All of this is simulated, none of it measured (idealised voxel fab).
The process module presented herein is designated voxel wiring stack.
Shown is cross-section cut, with a width of 250 nm and square cells of size 5 nm.
A cross-section is written here as square cells arranged in a grid, and it is given in bands from the top down, each band taking up one or more rows of cells.
Read a band's entry like this: the first values are the height of its top and the height of its bottom in nm, and what follows is the sequence of materials from left to right, each with its width in nm. Note that "air" is empty space, and that a single material marked "all across" reaches across the band from edge to edge.
Heights are expressed relative to 0, this being the level below which the as-received wafer comprises one material exclusively. The lowest band is unbounded in the downward direction and is denoted as in "0 -> down".
Width "30->40": first value at the band's top row of cells, second value at its bottom row, equal change from row to row.
The cross-section has no changed cell in any step marked "remained the same".
So "Closed void register" is basically the list of trapped voids: any empty space of 8 cells or more that can't reach the top through an opening. They're written width x height at distance, the distance being from the left edge, and it's all nm.
Anything after a step's settings on that line? It's the simulator's own note about the step.
overlay nm: mask offset rightward from planned place, masked step; negative means leftward offset.

## The planned process steps are enumerated hereunder
- 1: RECEIVE,material Si
- 2: CONFORMAL_DEP,material SiO2,thk nm 10
- 3: DIRECTIONAL_DEP,material TiN,thk nm 5
- 4: DIRECTIONAL_DEP,material W,thk nm 25
- 5: PATTERN,tone cover,mask id METAL_1,material resist,width nm 30,pitch nm 55,thk nm 20,overlay nm 0
- 6: DIRECTIONAL_ETCH,etch materials W,depth nm 25
- 7: DIRECTIONAL_ETCH,etch materials TiN,depth nm 5
- 8: STRIP,etch materials resist
- 9: CONFORMAL_DEP,material SiN,thk nm 5
- 10: FILL_DEP,material SiO2,thk nm 10
- 11: CMP,height nm 40
- 12: CONFORMAL_DEP,material SiCN,thk nm 5
- 13: DIRECTIONAL_DEP,material SiO2,thk nm 30
- 14: PATTERN,tone open,mask id METAL_2_HOLES,material resist,width nm 15,pitch nm 55,thk nm 20,overlay nm 0
- 15: DIRECTIONAL_ETCH,etch materials SiO2,depth nm 30
- 16: STRIP,etch materials resist
- 17: PATTERN,tone open,mask id METAL_2,material resist,width nm 30,pitch nm 55,thk nm 20,overlay nm 0
- 18: DIRECTIONAL_ETCH,etch materials SiO2,depth nm 20
- 19: DIRECTIONAL_ETCH,etch materials SiCN,depth nm 5
- 20: STRIP,etch materials resist
- 21: CONFORMAL_DEP,material TiN,thk nm 5
- 22: FILL_DEP,material Ru,thk nm 5
- 23: CMP,height nm 75
- 24: CONFORMAL_DEP,material SiCN,thk nm 5
- 25: DIRECTIONAL_DEP,material SiO2,thk nm 35
- 26: MASKED_ETCH,tone open,mask id METAL_3_HOLES,width nm 15,pitch nm 55,etch materials SiO2,depth nm 35,overlay nm 0
- 27: MASKED_ETCH,tone open,mask id METAL_3,width nm 30,pitch nm 55,etch materials SiO2,depth nm 20,overlay nm 0
- 28: MASKED_ETCH,tone open,mask id METAL_3,width nm 30,pitch nm 55,etch materials SiCN,depth nm 5,overlay nm 0
- 29: CONFORMAL_DEP,material TiN,thk nm 5
- 30: FILL_DEP,material Cu,thk nm 10
- 31: CMP,height nm 115
- 32: CONFORMAL_DEP,material SiCN,thk nm 5

## First of two wafers, with the run carried out as planned

## Received-state cross-section, reflecting completion of step 1
	0 -> down: Si all across
	Closed void register: none

## How the wafer stands in section after step 2
	10 -> 0: SiO2 all across
	Below 0, the layers are the same as they were.

## How the wafer stands in section after step 3
	15 -> 10: TiN all across
	Below 10, the layers are the same as they were.

## How the wafer stands in section after step 4
	40 -> 15: W all across
	Below 15, the layers are the same as they were.

## How the wafer stands in section after step 5
	60 -> 40: air: 80, then resist: 30, then air: 25, then resist: 30, then air: 85
	Below 40, the layers are the same as they were.

## How the wafer stands in section after step 6
	60 -> 40: air: 80, then resist: 30, then air: 25, then resist: 30, then air: 85
	40 -> 15: air: 80, then W: 30, then air: 25, then W: 30, then air: 85
	Below 15, the layers are the same as they were.

## How the wafer stands in section after step 7
	60 -> 40: air: 80, then resist: 30, then air: 25, then resist: 30, then air: 85
	40 -> 15: air: 80, then W: 30, then air: 25, then W: 30, then air: 85
	15 -> 10: air: 80, then TiN: 30, then air: 25, then TiN: 30, then air: 85
	Below 10, the layers are the same as they were.

## How the wafer stands in section after step 8
	40 -> 15: air: 80, then W: 30, then air: 25, then W: 30, then air: 85
	Below 15, the layers are the same as they were.

## How the wafer stands in section after step 9
	45 -> 40: air: 75, then SiN: 40, then air: 15, then SiN: 40, then air: 80
	40 -> 15: air: 75, then SiN: 5, then W: 30, then SiN: 5, then air: 15, then SiN: 5, then W: 30, then SiN: 5, then air: 80
	15 -> 10: SiN: 80, then TiN: 30, then SiN: 25, then TiN: 30, then SiN: 85
	Below 10, the layers are the same as they were.

## How the wafer stands in section after step 10
	55 -> 45: SiO2 all across
	45 -> 40: SiO2: 75, then SiN: 40, then SiO2: 15, then SiN: 40, then SiO2: 80
	40 -> 15: SiO2: 75, then SiN: 5, then W: 30, then SiN: 5, then SiO2: 15, then SiN: 5, then W: 30, then SiN: 5, then SiO2: 80
	Below 15, the layers are the same as they were.

## How the wafer stands in section after step 11
	40 -> 15: SiO2: 75, then SiN: 5, then W: 30, then SiN: 5, then SiO2: 15, then SiN: 5, then W: 30, then SiN: 5, then SiO2: 80
	Below 15, the layers are the same as they were.

## How the wafer stands in section after step 12
	45 -> 40: SiCN all across
	Below 40, the layers are the same as they were.

## How the wafer stands in section after step 13
	75 -> 45: SiO2 all across
	Below 45, the layers are the same as they were.

## How the wafer stands in section after step 14
	95 -> 75: resist: 80, then air: 15, then resist: 40, then air: 15, then resist: 100
	Below 75, the layers are the same as they were.

## How the wafer stands in section after step 15
	95 -> 75: resist: 80, then air: 15, then resist: 40, then air: 15, then resist: 100
	75 -> 45: SiO2: 80, then air: 15, then SiO2: 40, then air: 15, then SiO2: 100
	Below 45, the layers are the same as they were.

## How the wafer stands in section after step 16
	75 -> 45: SiO2: 80, then air: 15, then SiO2: 40, then air: 15, then SiO2: 100
	Below 45, the layers are the same as they were.

## How the wafer stands in section after step 17
	95 -> 75: resist: 80, then air: 30, then resist: 25, then air: 30, then resist: 85
	Below 75, the layers are the same as they were.

## How the wafer stands in section after step 18
	95 -> 75: resist: 80, then air: 30, then resist: 25, then air: 30, then resist: 85
	75 -> 55: SiO2: 80, then air: 30, then SiO2: 25, then air: 30, then SiO2: 85
	Below 55, the layers are the same as they were.

## How the wafer stands in section after step 19
	95 -> 75: resist: 80, then air: 30, then resist: 25, then air: 30, then resist: 85
	75 -> 55: SiO2: 80, then air: 30, then SiO2: 25, then air: 30, then SiO2: 85
	55 -> 45: SiO2: 80, then air: 15, then SiO2: 40, then air: 15, then SiO2: 100
	45 -> 40: SiCN: 80, then air: 15, then SiCN: 40, then air: 15, then SiCN: 100
	Below 40, the layers are the same as they were.

## How the wafer stands in section after step 20
	75 -> 55: SiO2: 80, then air: 30, then SiO2: 25, then air: 30, then SiO2: 85
	Below 55, the layers are the same as they were.

## How the wafer stands in section after step 21
	80 -> 75: TiN: 85, then air: 20, then TiN: 35, then air: 20, then TiN: 90
	75 -> 60: SiO2: 80, then TiN: 5, then air: 20, then TiN: 5, then SiO2: 25, then TiN: 5, then air: 20, then TiN: 5, then SiO2: 85
	60 -> 55: SiO2: 80, then TiN: 5, then air: 5, then TiN: 20, then SiO2: 25, then TiN: 5, then air: 5, then TiN: 20, then SiO2: 85
	55 -> 45: SiO2: 80, then TiN: 5, then air: 5, then TiN: 5, then SiO2: 40, then TiN: 5, then air: 5, then TiN: 5, then SiO2: 100
	45 -> 40: SiCN: 80, then TiN: 15, then SiCN: 40, then TiN: 15, then SiCN: 100
	Below 40, the layers are the same as they were.

## How the wafer stands in section after step 22
	85 -> 80: Ru all across
	80 -> 75: TiN: 85, then Ru: 20, then TiN: 35, then Ru: 20, then TiN: 90
	75 -> 60: SiO2: 80, then TiN: 5, then Ru: 20, then TiN: 5, then SiO2: 25, then TiN: 5, then Ru: 20, then TiN: 5, then SiO2: 85
	60 -> 55: SiO2: 80, then TiN: 5, then Ru: 5, then TiN: 20, then SiO2: 25, then TiN: 5, then Ru: 5, then TiN: 20, then SiO2: 85
	55 -> 45: SiO2: 80, then TiN: 5, then Ru: 5, then TiN: 5, then SiO2: 40, then TiN: 5, then Ru: 5, then TiN: 5, then SiO2: 100
	Below 45, the layers are the same as they were.

## How the wafer stands in section after step 23
	75 -> 60: SiO2: 80, then TiN: 5, then Ru: 20, then TiN: 5, then SiO2: 25, then TiN: 5, then Ru: 20, then TiN: 5, then SiO2: 85
	Below 60, the layers are the same as they were.

## How the wafer stands in section after step 24
	80 -> 75: SiCN all across
	Below 75, the layers are the same as they were.

## How the wafer stands in section after step 25
	115 -> 80: SiO2 all across
	Below 80, the layers are the same as they were.

## How the wafer stands in section after step 26
	115 -> 80: SiO2: 80, then air: 15, then SiO2: 40, then air: 15, then SiO2: 100
	Below 80, the layers are the same as they were.

## How the wafer stands in section after step 27
	115 -> 95: SiO2: 80, then air: 30, then SiO2: 25, then air: 30, then SiO2: 85
	Below 95, the layers are the same as they were.

## How the wafer stands in section after step 28
	115 -> 95: SiO2: 80, then air: 30, then SiO2: 25, then air: 30, then SiO2: 85
	95 -> 80: SiO2: 80, then air: 15, then SiO2: 40, then air: 15, then SiO2: 100
	80 -> 75: SiCN: 80, then air: 15, then SiCN: 40, then air: 15, then SiCN: 100
	Below 75, the layers are the same as they were.

## How the wafer stands in section after step 29
	120 -> 115: TiN: 85, then air: 20, then TiN: 35, then air: 20, then TiN: 90
	115 -> 100: SiO2: 80, then TiN: 5, then air: 20, then TiN: 5, then SiO2: 25, then TiN: 5, then air: 20, then TiN: 5, then SiO2: 85
	100 -> 95: SiO2: 80, then TiN: 5, then air: 5, then TiN: 20, then SiO2: 25, then TiN: 5, then air: 5, then TiN: 20, then SiO2: 85
	95 -> 80: SiO2: 80, then TiN: 5, then air: 5, then TiN: 5, then SiO2: 40, then TiN: 5, then air: 5, then TiN: 5, then SiO2: 100
	80 -> 75: SiCN: 80, then TiN: 15, then SiCN: 40, then TiN: 15, then SiCN: 100
	Below 75, the layers are the same as they were.

## How the wafer stands in section after step 30
	130 -> 120: Cu all across
	120 -> 115: TiN: 85, then Cu: 20, then TiN: 35, then Cu: 20, then TiN: 90
	115 -> 100: SiO2: 80, then TiN: 5, then Cu: 20, then TiN: 5, then SiO2: 25, then TiN: 5, then Cu: 20, then TiN: 5, then SiO2: 85
	100 -> 95: SiO2: 80, then TiN: 5, then Cu: 5, then TiN: 20, then SiO2: 25, then TiN: 5, then Cu: 5, then TiN: 20, then SiO2: 85
	95 -> 80: SiO2: 80, then TiN: 5, then Cu: 5, then TiN: 5, then SiO2: 40, then TiN: 5, then Cu: 5, then TiN: 5, then SiO2: 100
	Below 80, the layers are the same as they were.

## How the wafer stands in section after step 31
	115 -> 100: SiO2: 80, then TiN: 5, then Cu: 20, then TiN: 5, then SiO2: 25, then TiN: 5, then Cu: 20, then TiN: 5, then SiO2: 85
	Below 100, the layers are the same as they were.

## How the wafer stands in section after step 32
	120 -> 115: SiCN all across
	Below 115, the layers are the same as they were.

## Now the other wafer: same start, same recipe, but we messed up one thing when running it. Up to and including step 4 it's the same as the first one

## Cross-section of the second wafer at the time by which step 5 should have been completed according to the plan
	60 -> 40: air: 90, then resist: 30, then air: 25, then resist: 30, then air: 75
	Below 40, the layers are the same as they were.

## Cross-section of the second wafer at the time by which step 6 should have been completed according to the plan
	60 -> 40: air: 90, then resist: 30, then air: 25, then resist: 30, then air: 75
	40 -> 15: air: 90, then W: 30, then air: 25, then W: 30, then air: 75
	Below 15, the layers are the same as they were.

## Cross-section of the second wafer at the time by which step 7 should have been completed according to the plan
	60 -> 40: air: 90, then resist: 30, then air: 25, then resist: 30, then air: 75
	40 -> 15: air: 90, then W: 30, then air: 25, then W: 30, then air: 75
	15 -> 10: air: 90, then TiN: 30, then air: 25, then TiN: 30, then air: 75
	Below 10, the layers are the same as they were.

## Cross-section of the second wafer at the time by which step 8 should have been completed according to the plan
	40 -> 15: air: 90, then W: 30, then air: 25, then W: 30, then air: 75
	Below 15, the layers are the same as they were.

## Cross-section of the second wafer at the time by which step 9 should have been completed according to the plan
	45 -> 40: air: 85, then SiN: 40, then air: 15, then SiN: 40, then air: 70
	40 -> 15: air: 85, then SiN: 5, then W: 30, then SiN: 5, then air: 15, then SiN: 5, then W: 30, then SiN: 5, then air: 70
	15 -> 10: SiN: 90, then TiN: 30, then SiN: 25, then TiN: 30, then SiN: 75
	Below 10, the layers are the same as they were.

## Cross-section of the second wafer at the time by which step 10 should have been completed according to the plan
	55 -> 45: SiO2 all across
	45 -> 40: SiO2: 85, then SiN: 40, then SiO2: 15, then SiN: 40, then SiO2: 70
	40 -> 15: SiO2: 85, then SiN: 5, then W: 30, then SiN: 5, then SiO2: 15, then SiN: 5, then W: 30, then SiN: 5, then SiO2: 70
	Below 15, the layers are the same as they were.

## Cross-section of the second wafer at the time by which step 11 should have been completed according to the plan
	40 -> 15: SiO2: 85, then SiN: 5, then W: 30, then SiN: 5, then SiO2: 15, then SiN: 5, then W: 30, then SiN: 5, then SiO2: 70
	Below 15, the layers are the same as they were.

## Cross-section of the second wafer at the time by which step 12 should have been completed according to the plan
	45 -> 40: SiCN all across
	Below 40, the layers are the same as they were.

## Cross-section of the second wafer at the time by which step 13 should have been completed according to the plan
	75 -> 45: SiO2 all across
	Below 45, the layers are the same as they were.

## Cross-section of the second wafer at the time by which step 14 should have been completed according to the plan
	95 -> 75: resist: 80, then air: 15, then resist: 40, then air: 15, then resist: 100
	Below 75, the layers are the same as they were.

## Cross-section of the second wafer at the time by which step 15 should have been completed according to the plan
	95 -> 75: resist: 80, then air: 15, then resist: 40, then air: 15, then resist: 100
	75 -> 45: SiO2: 80, then air: 15, then SiO2: 40, then air: 15, then SiO2: 100
	Below 45, the layers are the same as they were.

## Cross-section of the second wafer at the time by which step 16 should have been completed according to the plan
	75 -> 45: SiO2: 80, then air: 15, then SiO2: 40, then air: 15, then SiO2: 100
	Below 45, the layers are the same as they were.

## Cross-section of the second wafer at the time by which step 17 should have been completed according to the plan
	95 -> 75: resist: 80, then air: 30, then resist: 25, then air: 30, then resist: 85
	Below 75, the layers are the same as they were.

## Cross-section of the second wafer at the time by which step 18 should have been completed according to the plan
	95 -> 75: resist: 80, then air: 30, then resist: 25, then air: 30, then resist: 85
	75 -> 55: SiO2: 80, then air: 30, then SiO2: 25, then air: 30, then SiO2: 85
	Below 55, the layers are the same as they were.

## Cross-section of the second wafer at the time by which step 19 should have been completed according to the plan
	95 -> 75: resist: 80, then air: 30, then resist: 25, then air: 30, then resist: 85
	75 -> 55: SiO2: 80, then air: 30, then SiO2: 25, then air: 30, then SiO2: 85
	55 -> 45: SiO2: 80, then air: 15, then SiO2: 40, then air: 15, then SiO2: 100
	45 -> 40: SiCN: 80, then air: 15, then SiCN: 40, then air: 15, then SiCN: 100
	Below 40, the layers are the same as they were.

## Cross-section of the second wafer at the time by which step 20 should have been completed according to the plan
	75 -> 55: SiO2: 80, then air: 30, then SiO2: 25, then air: 30, then SiO2: 85
	Below 55, the layers are the same as they were.

## Cross-section of the second wafer at the time by which step 21 should have been completed according to the plan
	80 -> 75: TiN: 85, then air: 20, then TiN: 35, then air: 20, then TiN: 90
	75 -> 60: SiO2: 80, then TiN: 5, then air: 20, then TiN: 5, then SiO2: 25, then TiN: 5, then air: 20, then TiN: 5, then SiO2: 85
	60 -> 55: SiO2: 80, then TiN: 5, then air: 5, then TiN: 20, then SiO2: 25, then TiN: 5, then air: 5, then TiN: 20, then SiO2: 85
	55 -> 45: SiO2: 80, then TiN: 5, then air: 5, then TiN: 5, then SiO2: 40, then TiN: 5, then air: 5, then TiN: 5, then SiO2: 100
	45 -> 40: SiCN: 80, then TiN: 15, then SiCN: 40, then TiN: 15, then SiCN: 100
	Below 40, the layers are the same as they were.

## Cross-section of the second wafer at the time by which step 22 should have been completed according to the plan
	85 -> 80: Ru all across
	80 -> 75: TiN: 85, then Ru: 20, then TiN: 35, then Ru: 20, then TiN: 90
	75 -> 60: SiO2: 80, then TiN: 5, then Ru: 20, then TiN: 5, then SiO2: 25, then TiN: 5, then Ru: 20, then TiN: 5, then SiO2: 85
	60 -> 55: SiO2: 80, then TiN: 5, then Ru: 5, then TiN: 20, then SiO2: 25, then TiN: 5, then Ru: 5, then TiN: 20, then SiO2: 85
	55 -> 45: SiO2: 80, then TiN: 5, then Ru: 5, then TiN: 5, then SiO2: 40, then TiN: 5, then Ru: 5, then TiN: 5, then SiO2: 100
	Below 45, the layers are the same as they were.

## Cross-section of the second wafer at the time by which step 23 should have been completed according to the plan
	75 -> 60: SiO2: 80, then TiN: 5, then Ru: 20, then TiN: 5, then SiO2: 25, then TiN: 5, then Ru: 20, then TiN: 5, then SiO2: 85
	Below 60, the layers are the same as they were.

## Cross-section of the second wafer at the time by which step 24 should have been completed according to the plan
	80 -> 75: SiCN all across
	Below 75, the layers are the same as they were.

## Cross-section of the second wafer at the time by which step 25 should have been completed according to the plan
	115 -> 80: SiO2 all across
	Below 80, the layers are the same as they were.

## Cross-section of the second wafer at the time by which step 26 should have been completed according to the plan
	115 -> 80: SiO2: 80, then air: 15, then SiO2: 40, then air: 15, then SiO2: 100
	Below 80, the layers are the same as they were.

## Cross-section of the second wafer at the time by which step 27 should have been completed according to the plan
	115 -> 95: SiO2: 80, then air: 30, then SiO2: 25, then air: 30, then SiO2: 85
	Below 95, the layers are the same as they were.

## Cross-section of the second wafer at the time by which step 28 should have been completed according to the plan
	115 -> 95: SiO2: 80, then air: 30, then SiO2: 25, then air: 30, then SiO2: 85
	95 -> 80: SiO2: 80, then air: 15, then SiO2: 40, then air: 15, then SiO2: 100
	80 -> 75: SiCN: 80, then air: 15, then SiCN: 40, then air: 15, then SiCN: 100
	Below 75, the layers are the same as they were.

## Cross-section of the second wafer at the time by which step 29 should have been completed according to the plan
	120 -> 115: TiN: 85, then air: 20, then TiN: 35, then air: 20, then TiN: 90
	115 -> 100: SiO2: 80, then TiN: 5, then air: 20, then TiN: 5, then SiO2: 25, then TiN: 5, then air: 20, then TiN: 5, then SiO2: 85
	100 -> 95: SiO2: 80, then TiN: 5, then air: 5, then TiN: 20, then SiO2: 25, then TiN: 5, then air: 5, then TiN: 20, then SiO2: 85
	95 -> 80: SiO2: 80, then TiN: 5, then air: 5, then TiN: 5, then SiO2: 40, then TiN: 5, then air: 5, then TiN: 5, then SiO2: 100
	80 -> 75: SiCN: 80, then TiN: 15, then SiCN: 40, then TiN: 15, then SiCN: 100
	Below 75, the layers are the same as they were.

## Cross-section of the second wafer at the time by which step 30 should have been completed according to the plan
	130 -> 120: Cu all across
	120 -> 115: TiN: 85, then Cu: 20, then TiN: 35, then Cu: 20, then TiN: 90
	115 -> 100: SiO2: 80, then TiN: 5, then Cu: 20, then TiN: 5, then SiO2: 25, then TiN: 5, then Cu: 20, then TiN: 5, then SiO2: 85
	100 -> 95: SiO2: 80, then TiN: 5, then Cu: 5, then TiN: 20, then SiO2: 25, then TiN: 5, then Cu: 5, then TiN: 20, then SiO2: 85
	95 -> 80: SiO2: 80, then TiN: 5, then Cu: 5, then TiN: 5, then SiO2: 40, then TiN: 5, then Cu: 5, then TiN: 5, then SiO2: 100
	Below 80, the layers are the same as they were.

## Cross-section of the second wafer at the time by which step 31 should have been completed according to the plan
	115 -> 100: SiO2: 80, then TiN: 5, then Cu: 20, then TiN: 5, then SiO2: 25, then TiN: 5, then Cu: 20, then TiN: 5, then SiO2: 85
	Below 100, the layers are the same as they were.

## Cross-section of the second wafer at the time by which step 32 should have been completed according to the plan
	120 -> 115: SiCN all across
	Below 115, the layers are the same as they were.
Diagnosis: off-plan run, step 5, actual operation and settings PATTERN,tone cover,mask id METAL_1,material resist,width nm 30,pitch nm 55,thk nm 20,overlay nm 10
Matching per-material cell counts, mismatched positions: that is how the second wafer compares with the first at the end.
